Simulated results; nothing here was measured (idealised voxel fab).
Process module under the name voxel double patterning
This is section cut - it's 280 nm across, gridded in 5 nm square cells.
In this document a cross-section is written as a grid of square cells. It is given as a series of bands, listed from the top down, and a band is one or more rows of cells. Read a band's entry like this: the first values are the height of its top and the height of its bottom in nm, and what follows is the sequence of materials from left to right, each with its width in nm. Note that "air" is empty space, and that a single material marked "full width" reaches across the band from edge to edge. For the purposes of this specification, 0 denotes the height below which the wafer in its as-received condition is composed wholly of one material, and the lowermost band, lacking a lower limit, extends downward without end, as expressed in "0 down". A two-number width, for instance "30 to 40", indicates that the width is equal to the first number in the top row of the band and to the second number in the bottom row, and that it changes by a constant amount per row of cells. The cross-section has no changed cell in any step marked "nothing changed". "Enclosed empty spaces" specifies each empty space that is not open to the top and that occupies no fewer than 8 cells, using the form width x height at distance, the distance measured from the left edge and all three quantities in nm. What comes after the settings on a step's line is commentary from the simulator itself on that step. Regarding "overlay nm": on a step with a mask, it is the distance the mask lay to the right of its planned place; a negative value places it to the left.
This section lists the process steps that were planned:
1,RECEIVE, material Si
2,CONFORMAL_DEP, material SiN, thk nm 10
3,DIRECTIONAL_DEP, material SiO2, thk nm 20
4,DIRECTIONAL_DEP, material SiCN, thk nm 10
5,MASKED_ETCH, tone open, mask id FIRST, width nm 15, pitch nm 50, etch materials SiCN, depth nm 10, overlay nm 0
6,MASKED_ETCH, tone open, mask id SECOND, width nm 15, pitch nm 50, etch materials SiCN, depth nm 10, overlay nm 0
7,DIRECTIONAL_ETCH, etch materials SiO2, depth nm 20
8,STRIP, etch materials SiCN
First of two wafers - as planned:
So this is the incoming wafer in cross-section - it's already been through step 1:
- 0 down: Si full width
- Enclosed empty spaces: none
Take a look at the wafer's cross-section after step 2:
- 10 to 0: SiN full width
- No changes below 0.
Take a look at the wafer's cross-section after step 3:
- 30 to 10: SiO2 full width
- No changes below 10.
Take a look at the wafer's cross-section after step 4:
- 40 to 30: SiCN full width
- No changes below 30.
Take a look at the wafer's cross-section after step 5:
- 40 to 30: SiCN 80 nm | air 15 nm | SiCN 35 nm | air 15 nm | SiCN 35 nm | air 15 nm | SiCN 85 nm
- No changes below 30.
Take a look at the wafer's cross-section after step 6:
- 40 to 30: SiCN 80 nm | air 15 nm | SiCN 10 nm | air 15 nm | SiCN 10 nm | air 15 nm | SiCN 10 nm | air 15 nm | SiCN 10 nm | air 15 nm | SiCN 85 nm
- No changes below 30.
Take a look at the wafer's cross-section after step 7:
- 40 to 30: SiCN 80 nm | air 15 nm | SiCN 10 nm | air 15 nm | SiCN 10 nm | air 15 nm | SiCN 10 nm | air 15 nm | SiCN 10 nm | air 15 nm | SiCN 85 nm
- 30 to 10: SiO2 80 nm | air 15 nm | SiO2 10 nm | air 15 nm | SiO2 10 nm | air 15 nm | SiO2 10 nm | air 15 nm | SiO2 10 nm | air 15 nm | SiO2 85 nm
- No changes below 10.
Take a look at the wafer's cross-section after step 8:
- 30 to 10: SiO2 80 nm | air 15 nm | SiO2 10 nm | air 15 nm | SiO2 10 nm | air 15 nm | SiO2 10 nm | air 15 nm | SiO2 10 nm | air 15 nm | SiO2 85 nm
- No changes below 10.
Wafer two of the pair: same origin, same plan, one error during the run; identical to wafer one up to and including step 1:
Second wafer, cross-section, planned end of step 2:
- 20 to 0: SiO2 full width
- No changes below 0.
Second wafer, cross-section, planned end of step 3:
- 30 to 20: SiN full width
- No changes below 20.
Second wafer, cross-section, planned end of step 4:
- 40 to 30: SiCN full width
- No changes below 30.
Second wafer, cross-section, planned end of step 5:
- 40 to 30: SiCN 80 nm | air 15 nm | SiCN 35 nm | air 15 nm | SiCN 35 nm | air 15 nm | SiCN 85 nm
- No changes below 30.
Second wafer, cross-section, planned end of step 6:
- 40 to 30: SiCN 80 nm | air 15 nm | SiCN 10 nm | air 15 nm | SiCN 10 nm | air 15 nm | SiCN 10 nm | air 15 nm | SiCN 10 nm | air 15 nm | SiCN 85 nm
- No changes below 30.
Second wafer, cross-section, planned end of step 7: nothing changed
Second wafer, cross-section, planned end of step 8:
- 30 to 20: SiN full width
- No changes below 20.
Deviation noted in wafer processing: the executed order of steps 2 and 3 is the reverse of that specified in the plan, each step having taken the other's position
Final wafer comparison in cells, second versus first, more or fewer per material: SiO2 +60
